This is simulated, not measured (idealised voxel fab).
Title: Process Module voxel wiring stack
For reference, the cross-section in this document is cut, with width 175 nm and square cells of 5 nm.
Reading order for cross-sections: top band down to bottom band. Underlying form: a grid of square cells. Band size: one or more rows of cells.
Heights first: top, then bottom, in nm. Then materials, left to right, each with a width in nm. "edge to edge" on a single material: fills the band edge to edge. "air": empty space.
All heights in this document are referenced to 0, defined as the level beneath which the wafer, as received, consists entirely of one material. The lowest band is not bounded below; it extends indefinitely downward and is written in the form "0 down".
Graded width ("30..40"): value in top row of band = first number; value in bottom row = second number; row-to-row change constant.
Any step labelled "nothing was modified" changed none of the cells in the cross-section.
Closed-off voids of 8+ cells (no open route to the top) go in "Unvented internal voids", written width x height at distance from the left edge, in nm.
Whatever follows a step's settings on its line is a remark the simulator itself makes about that step.
Regarding "overlay nm": on a step with a mask, it is the distance the mask lay to the right of its planned place; a negative value places it to the left.

THESE ARE THE STEPS WE PLANNED FOR THE PROCESS
| 1 | RECEIVE,material Si |
| 2 | CONFORMAL_DEP,material SiO2,thk nm 15 |
| 3 | DIRECTIONAL_DEP,material TiN,thk nm 5 |
| 4 | DIRECTIONAL_DEP,material W,thk nm 15 |
| 5 | DIRECTIONAL_DEP,material aC,thk nm 10 |
| 6 | PATTERN,tone cover,mask id METAL_1,material resist,width nm 25,pitch nm 55,thk nm 25,overlay nm 0 |
| 7 | DIRECTIONAL_ETCH,etch materials aC,depth nm 10 |
| 8 | STRIP,etch materials resist |
| 9 | DIRECTIONAL_ETCH,etch materials W,depth nm 15 |
| 10 | DIRECTIONAL_ETCH,etch materials TiN,depth nm 5 |
| 11 | STRIP,etch materials aC |
| 12 | CONFORMAL_DEP,material SiCN,thk nm 5 |
| 13 | FILL_DEP,material SiO2,thk nm 5 |
| 14 | CMP,height nm 35 |
| 15 | CONFORMAL_DEP,material SiCN,thk nm 5 |
| 16 | DIRECTIONAL_DEP,material lowk,thk nm 30 |
| 17 | MASKED_ETCH,tone open,mask id METAL_2_HOLES,width nm 15,etch materials lowk,depth nm 30,overlay nm -15 |
| 18 | MASKED_ETCH,tone open,mask id METAL_2,width nm 25,pitch nm 55,etch materials lowk,depth nm 20,overlay nm 0 |
| 19 | MASKED_ETCH,tone open,mask id METAL_2,width nm 25,pitch nm 55,etch materials SiCN,depth nm 5,overlay nm 0 |
| 20 | CONFORMAL_DEP,material TiN,thk nm 5 |
| 21 | FILL_DEP,material Cu,thk nm 10 |
| 22 | CMP,height nm 70 |
| 23 | CONFORMAL_DEP,material SiN,thk nm 5 |
The wafers in this document start out alike and differ in the overlay nm applied at step 17; the plan shows the value used for the first wafer.

FIRST WAFER AS RECEIVED, AFTER STEP 1
  0 down = Si edge to edge
  Unvented internal voids: none

FIRST OF SEVERAL WAFERS, SECTIONED AT END OF MODULE (LAST STEP: STEP 23)
  75 to 70 = SiN edge to edge
  70 to 55 = 30 of lowk | 5 of TiN | 30 of Cu | 5 of TiN | 30 of lowk | 5 of TiN | 15 of Cu | 5 of TiN | 50 of lowk
  55 to 50 = 30 of lowk | 5 of TiN | 5 of Cu | 30 of TiN | 30 of lowk | 25 of TiN | 50 of lowk
  50 to 45 = 30 of lowk | 5 of TiN | 5 of Cu | 5 of TiN | 130 of lowk
  45 to 40 = 30 of lowk | 15 of TiN | 130 of lowk
  40 to 35 = SiCN edge to edge
  35 to 20 = 40 of SiO2 | 5 of SiCN | 25 of W | 5 of SiCN | 20 of SiO2 | 5 of SiCN | 25 of W | 5 of SiCN | 45 of SiO2
  20 to 15 = 45 of SiCN | 25 of TiN | 30 of SiCN | 25 of TiN | 50 of SiCN
  15 to 0 = SiO2 edge to edge
  0 down = Si edge to edge
  Unvented internal voids: none

CROSS-SECTION, MODULE END, FINAL OF SEVERAL WAFERS
  75 to 70 = SiN edge to edge
  70 to 55 = 45 of lowk | 5 of TiN | 20 of Cu | 5 of TiN | 25 of lowk | 5 of TiN | 15 of Cu | 5 of TiN | 50 of lowk
  55 to 50 = 45 of lowk | 20 of TiN | 5 of Cu | 5 of TiN | 25 of lowk | 25 of TiN | 50 of lowk
  50 to 45 = 60 of lowk | 5 of TiN | 5 of Cu | 5 of TiN | 100 of lowk
  45 to 40 = 60 of lowk | 15 of TiN | 100 of lowk
  40 to 35 = 60 of SiCN | 10 of TiN | 105 of SiCN
  35 to 20 = 40 of SiO2 | 5 of SiCN | 25 of W | 5 of SiCN | 20 of SiO2 | 5 of SiCN | 25 of W | 5 of SiCN | 45 of SiO2
  20 to 15 = 45 of SiCN | 25 of TiN | 30 of SiCN | 25 of TiN | 50 of SiCN
  15 to 0 = SiO2 edge to edge
  0 down = Si edge to edge
  Unvented internal voids: none

TAKE ANY ROW AND YOU HAVE A WAFER AT THE END OF THE MODULE: HOW MANY CELLS OF EACH MATERIAL IT HAS GAINED (+) OR LOST (-) SINCE IT WAS RECEIVED, AND THEN ITS CLOSED VOIDS
overlay nm -15 | +29 Cu | +72 SiCN | +35 SiN | +168 SiO2 | +39 TiN | +30 W | +152 lowk | Unvented internal voids: none
overlay nm -10 | +26 Cu | +71 SiCN | +35 SiN | +168 SiO2 | +39 TiN | +30 W | +156 lowk | Unvented internal voids: none
overlay nm -5 | +23 Cu | +70 SiCN | +35 SiN | +168 SiO2 | +39 TiN | +30 W | +160 lowk | Unvented internal voids: none
overlay nm 0 | +21 Cu | +69 SiCN | +35 SiN | +168 SiO2 | +38 TiN | +30 W | +164 lowk | Unvented internal voids: none
overlay nm 5 | +21 Cu | +69 SiCN | +35 SiN | +168 SiO2 | +38 TiN | +30 W | +164 lowk | Unvented internal voids: none
overlay nm 10 | +21 Cu | +69 SiCN | +35 SiN | +168 SiO2 | +38 TiN | +30 W | +164 lowk | Unvented internal voids: none
overlay nm 15 | +23 Cu | +70 SiCN | +35 SiN | +168 SiO2 | +39 TiN | +30 W | +160 lowk | Unvented internal voids: none
